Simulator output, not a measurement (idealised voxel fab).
process module | voxel wiring stack
cross-section cut | 260 nm wide | cells 5 nm
A cross-section is a grid of square cells, given in bands from the top down. A band is one or more rows of cells.
Each band's line starts with the height of the band's top and of its bottom, in nm. Then come its materials from left to right, each with its width in nm. One material with "throughout" fills the band from edge to edge. "air" is empty space.
Height 0 is the level under which the wafer as received is all one material. The lowest band goes on downwards, as in "0 down".
A width such as "30 to 40" changes by the same amount from each row of cells to the next, from the band's top row to its bottom row.
"no change" after a step means that no cell of the cross-section changed.
closed voids: empty space of 8 cells or more with no open way to the top, each as width x height at its distance from the left edge, in nm
after a step's settings: what the simulator itself notes on the step
overlay nm, on a step with a mask: how far to the right of its planned place the mask lay; to the left if negative
plan
1 op RECEIVE | material Si
2 op CONFORMAL_DEP | material SiO2 | thk nm 15
3 op CONFORMAL_DEP | material SiCN | thk nm 5
4 op DIRECTIONAL_DEP | material lowk | thk nm 15
5 op DIRECTIONAL_DEP | material aC | thk nm 10
6 op PATTERN | tone open | mask id METAL_1 | material resist | width nm 30 | pitch nm 45 | thk nm 30 | overlay nm 0
7 op DIRECTIONAL_ETCH | etch materials aC | depth nm 10
8 op STRIP | etch materials resist
9 op DIRECTIONAL_ETCH | etch materials lowk | depth nm 15
10 op DIRECTIONAL_ETCH | etch materials SiCN | depth nm 5
11 op STRIP | etch materials aC
12 op CONFORMAL_DEP | material TiN | thk nm 5
13 op FILL_DEP | material Ru | thk nm 10
14 op CMP | height nm 35
15 op CONFORMAL_DEP | material SiCN | thk nm 5
16 op DIRECTIONAL_DEP | material SiO2 | thk nm 30
17 op PATTERN | tone open | mask id METAL_2 | material resist | width nm 30 | pitch nm 45 | thk nm 20 | overlay nm 0
18 op DIRECTIONAL_ETCH | etch materials SiO2 | depth nm 20
19 op STRIP | etch materials resist
20 op PATTERN | tone open | mask id METAL_2_HOLES | material resist | width nm 15 | pitch nm 45 | thk nm 20 | overlay nm 0
21 op DIRECTIONAL_ETCH | etch materials SiO2 | depth nm 10
22 op DIRECTIONAL_ETCH | etch materials SiCN | depth nm 5
23 op STRIP | etch materials resist
24 op CONFORMAL_DEP | material TiN | thk nm 5
25 op FILL_DEP | material Cu | thk nm 5
26 op CMP | height nm 70
27 op CONFORMAL_DEP | material SiCN | thk nm 5
28 op DIRECTIONAL_DEP | material lowk | thk nm 30
29 op DIRECTIONAL_DEP | material aC | thk nm 15
30 op PATTERN | tone open | mask id METAL_3_HOLES | material resist | width nm 15 | pitch nm 45 | thk nm 35 | overlay nm 0
31 op DIRECTIONAL_ETCH | etch materials aC | depth nm 15
32 op STRIP | etch materials resist
33 op DIRECTIONAL_ETCH | etch materials lowk | depth nm 30
34 op STRIP | etch materials aC
35 op MASKED_ETCH | tone open | mask id METAL_3 | width nm 30 | pitch nm 45 | etch materials lowk | depth nm 15 | overlay nm 0
36 op MASKED_ETCH | tone open | mask id METAL_3 | width nm 30 | pitch nm 45 | etch materials SiCN | depth nm 5 | overlay nm 0
37 op CONFORMAL_DEP | material TiN | thk nm 5
38 op FILL_DEP | material Cu | thk nm 5
39 op CMP | height nm 105
40 op CONFORMAL_DEP | material SiCN | thk nm 5
as received, after step 1
  0 down: Si throughout
  closed voids: none
a wafer at the end: this start, this plan, one mistake
  110 to 105: SiCN throughout
  105 to 100: SiCN 45 | TiN 30 | SiCN 15 | TiN 30 | SiCN 15 | TiN 30 | SiCN 15 | TiN 30 | SiCN 50
  100 to 70: lowk throughout
  70 to 55: SiO2 45 | TiN 5 | Cu 20 | TiN 5 | SiO2 15 | TiN 5 | Cu 20 | TiN 5 | SiO2 15 | TiN 5 | Cu 20 | TiN 5 | SiO2 15 | TiN 5 | Cu 20 | TiN 5 | SiO2 50
  55 to 50: SiO2 45 | TiN 5 | Cu 5 | TiN 20 | SiO2 15 | TiN 5 | Cu 5 | TiN 20 | SiO2 15 | TiN 5 | Cu 5 | TiN 20 | SiO2 15 | TiN 5 | Cu 5 | TiN 20 | SiO2 50
  50 to 40: SiO2 45 | TiN 5 | Cu 5 | TiN 5 | SiO2 30 | TiN 5 | Cu 5 | TiN 5 | SiO2 30 | TiN 5 | Cu 5 | TiN 5 | SiO2 30 | TiN 5 | Cu 5 | TiN 5 | SiO2 65
  40 to 35: SiCN 45 | TiN 15 | SiCN 30 | TiN 15 | SiCN 30 | TiN 15 | SiCN 30 | TiN 15 | SiCN 65
  35 to 20: lowk 45 | TiN 5 | Ru 20 | TiN 5 | lowk 15 | TiN 5 | Ru 20 | TiN 5 | lowk 15 | TiN 5 | Ru 20 | TiN 5 | lowk 15 | TiN 5 | Ru 20 | TiN 5 | lowk 50
  20 to 15: SiCN 45 | TiN 30 | SiCN 15 | TiN 30 | SiCN 15 | TiN 30 | SiCN 15 | TiN 30 | SiCN 50
  15 to 0: SiO2 throughout
  0 down: Si throughout
  closed voids: none
what went wrong: steps 27 and 28 were swapped
